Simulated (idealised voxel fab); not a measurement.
process module | voxel wiring stack
cross-section cut | 205 nm wide | cells 5 nm
A cross-section is a grid of square cells, given in bands from the top down. A band is one or more rows of cells.
Each band's line starts with the height of the band's top and of its bottom, in nm. Then come its materials from left to right, each with its width in nm. One material with "throughout" fills the band from edge to edge. "air" is empty space.
Height 0 is the level under which the wafer as received is all one material. The lowest band goes on downwards, as in "0 down".
A width such as "30 to 40" changes by the same amount from each row of cells to the next, from the band's top row to its bottom row.
"no change" after a step means that no cell of the cross-section changed.
closed voids: empty space of 8 cells or more with no open way to the top, each as width x height at its distance from the left edge, in nm
after a step's settings: what the simulator itself notes on the step
overlay nm, on a step with a mask: how far to the right of its planned place the mask lay; to the left if negative
plan
1 op RECEIVE | material Si
2 op CONFORMAL_DEP | material SiO2 | thk nm 15
3 op DIRECTIONAL_DEP | material TiN | thk nm 5
4 op DIRECTIONAL_DEP | material W | thk nm 25
5 op DIRECTIONAL_DEP | material aC | thk nm 15
6 op PATTERN | tone cover | mask id METAL_1 | material resist | width nm 20 | pitch nm 40 | thk nm 30 | overlay nm 0
7 op DIRECTIONAL_ETCH | etch materials aC | depth nm 15
8 op STRIP | etch materials resist
9 op DIRECTIONAL_ETCH | etch materials W | depth nm 25
10 op DIRECTIONAL_ETCH | etch materials TiN | depth nm 5
11 op STRIP | etch materials aC
12 op CONFORMAL_DEP | material SiCN | thk nm 5
13 op FILL_DEP | material SiO2 | thk nm 5
14 op CMP | height nm 45
15 op CONFORMAL_DEP | material SiCN | thk nm 5
16 op DIRECTIONAL_DEP | material lowk | thk nm 30
17 op MASKED_ETCH | tone open | mask id METAL_2_HOLES | width nm 15 | pitch nm 80 | etch materials lowk | depth nm 30 | overlay nm 0
18 op PATTERN | tone open | mask id METAL_2 | material resist | width nm 20 | pitch nm 40 | thk nm 20 | overlay nm 0
19 op DIRECTIONAL_ETCH | etch materials lowk | depth nm 15
20 op DIRECTIONAL_ETCH | etch materials SiCN | depth nm 5
21 op STRIP | etch materials resist
22 op CONFORMAL_DEP | material TiN | thk nm 5
23 op FILL_DEP | material Cu | thk nm 5
24 op CMP | height nm 80
25 op CONFORMAL_DEP | material SiCN | thk nm 5
26 op DIRECTIONAL_DEP | material SiO2 | thk nm 30
27 op MASKED_ETCH | tone open | mask id METAL_3 | width nm 20 | pitch nm 40 | etch materials SiO2 | depth nm 5 | overlay nm 0
28 op MASKED_ETCH | tone open | mask id METAL_3_HOLES | width nm 15 | pitch nm 80 | etch materials SiO2 | depth nm 15 | overlay nm 0
29 op MASKED_ETCH | tone open | mask id METAL_3_HOLES | width nm 15 | pitch nm 80 | etch materials SiCN | depth nm 5 | overlay nm 0
30 op CONFORMAL_DEP | material TiN | thk nm 5
31 op FILL_DEP | material Ru | thk nm 5
32 op CMP | height nm 115
33 op CONFORMAL_DEP | material SiCN | thk nm 5
34 op DIRECTIONAL_DEP | material SiO2 | thk nm 25
35 op MASKED_ETCH | tone open | mask id METAL_4 | width nm 20 | pitch nm 40 | etch materials SiO2 | depth nm 15 | overlay nm 0
36 op PATTERN | tone open | mask id METAL_4_HOLES | material resist | width nm 15 | pitch nm 80 | thk nm 20 | overlay nm 0
37 op DIRECTIONAL_ETCH | etch materials SiO2 | depth nm 10
38 op DIRECTIONAL_ETCH | etch materials SiCN | depth nm 5
39 op STRIP | etch materials resist
40 op CONFORMAL_DEP | material TiN | thk nm 5
41 op FILL_DEP | material Ru | thk nm 10
42 op CMP | height nm 145
43 op CONFORMAL_DEP | material SiN | thk nm 5
varied across the wafers: depth nm of step 27. The plan shows the first wafer's value. All wafers start alike
first wafer as received, after step 1
  0 down: Si throughout
  closed voids: none
each wafer at the end: cells of each material gained (+) or lost (-) since it was received, then its closed voids
depth nm 5 | +24 Cu | +28 Ru | +176 SiCN | +41 SiN | +565 SiO2 | +136 TiN | +80 W | +180 lowk | closed voids: none
depth nm 10 | +24 Cu | +36 Ru | +176 SiCN | +41 SiN | +549 SiO2 | +144 TiN | +80 W | +180 lowk | closed voids: none
depth nm 15 | +24 Cu | +46 Ru | +170 SiCN | +41 SiN | +533 SiO2 | +156 TiN | +80 W | +180 lowk | closed voids: none
depth nm 20 | +24 Cu | +52 Ru | +170 SiCN | +41 SiN | +523 SiO2 | +160 TiN | +80 W | +180 lowk | closed voids: none
depth nm 25 | +24 Cu | +58 Ru | +170 SiCN | +41 SiN | +513 SiO2 | +164 TiN | +80 W | +180 lowk | closed voids: none
depth nm 30 | +24 Cu | +64 Ru | +170 SiCN | +41 SiN | +503 SiO2 | +168 TiN | +80 W | +180 lowk | closed voids: none
